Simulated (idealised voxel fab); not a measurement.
process module | voxel self aligned contacts
cross-section cut | 280 nm wide | cells 5 nm
In what follows, cross-sections appear as grids of square cells, described through bands that run from the top down, where every band is one or more rows of cells.
What a band's entry tells you: where the top is and where the bottom is, as heights in nm, and after that what lies inside, material by material from left to right, each with its width in nm. Empty space is written as the word "blank", and a single material marked with the word "everywhere" occupies the band from edge to edge.
Heights are measured from 0, the level below which the as-received wafer is all one material; the lowest band has no bottom and continues downward, written as in "top 0, no bottom".
When a width is written as two numbers, as in "30..40", the first number is the width in the top row of cells of the band and the second is the width in its bottom row, and the width changes by the same amount from each row to the next.
For the purposes of this document, the phrase "stayed the same" attached to a step denotes that no cell within the cross-section was modified by that step.
Empty spaces without an open route to the top, at least 8 cells in extent, make up the entry "Sealed void listing"; each is given as width x height at distance, where the distance is measured from the left edge, and all are in nm.
That trailing text on a step's line, after the settings, is the simulator's own remark on the step.
"overlay nm", when on a step's line for a step with a mask, measures how far to the right of its planned place the mask lay; a negative measure means to the left.

Intended process steps:
step 1: op RECEIVE | material Si
step 2: op CONFORMAL_DEP | material SiO2 | thk nm 5
step 3: op DIRECTIONAL_DEP | material polySi | thk nm 20
step 4: op DIRECTIONAL_DEP | material SiN | thk nm 20
step 5: op MASKED_ETCH | tone cover | mask id GATE | width nm 30 | pitch nm 65 | etch materials SiN | depth nm 20 | overlay nm 0
step 6: op MASKED_ETCH | tone cover | mask id GATE | width nm 30 | pitch nm 65 | etch materials polySi | depth nm 20 | overlay nm 0
step 7: op CONFORMAL_DEP | material SiN | thk nm 10
step 8: op DIRECTIONAL_ETCH | etch materials SiN | depth nm 10
step 9: op FILL_DEP | material SiO2 | thk nm 15
step 10: op CMP | height nm 50
step 11: op PATTERN | tone open | mask id CONTACT | material resist | width nm 45 | pitch nm 65 | thk nm 15 | overlay nm 0
step 12: op DIRECTIONAL_ETCH | etch materials SiO2 | depth nm 50
step 13: op STRIP | etch materials resist
step 14: op CONFORMAL_DEP | material TiN | thk nm 5
step 15: op FILL_DEP | material Ru | thk nm 10
step 16: op CMP | height nm 50
step 17: op CONFORMAL_DEP | material SiN | thk nm 5

Cross-sectional view of the wafer in its as-received condition, corresponding to the state after step 1:
- top 0, no bottom | Si everywhere
- Sealed void listing: none

The cross-section shown corresponds to the wafer at the conclusion of the module. The initial structure and the process plan are those presented above; however, one mistake occurred in executing the plan:
- top 55, bottom 50 | SiN everywhere
- top 50, bottom 30 | 85 nm SiO2 / 5 nm TiN / 35 nm Ru / 5 nm TiN / 20 nm SiO2 / 5 nm TiN / 35 nm Ru / 5 nm TiN / 85 nm SiO2
- top 30, bottom 25 | 85 nm SiO2 / 45 nm TiN / 20 nm SiO2 / 45 nm TiN / 85 nm SiO2
- top 25, bottom 5 | polySi everywhere
- top 5, bottom 0 | SiO2 everywhere
- top 0, no bottom | Si everywhere
- Sealed void listing: none
Where did the run depart from the plan? step 4 did not happen as planned, as run it was op DIRECTIONAL_DEP | material SiO2 | thk nm 20
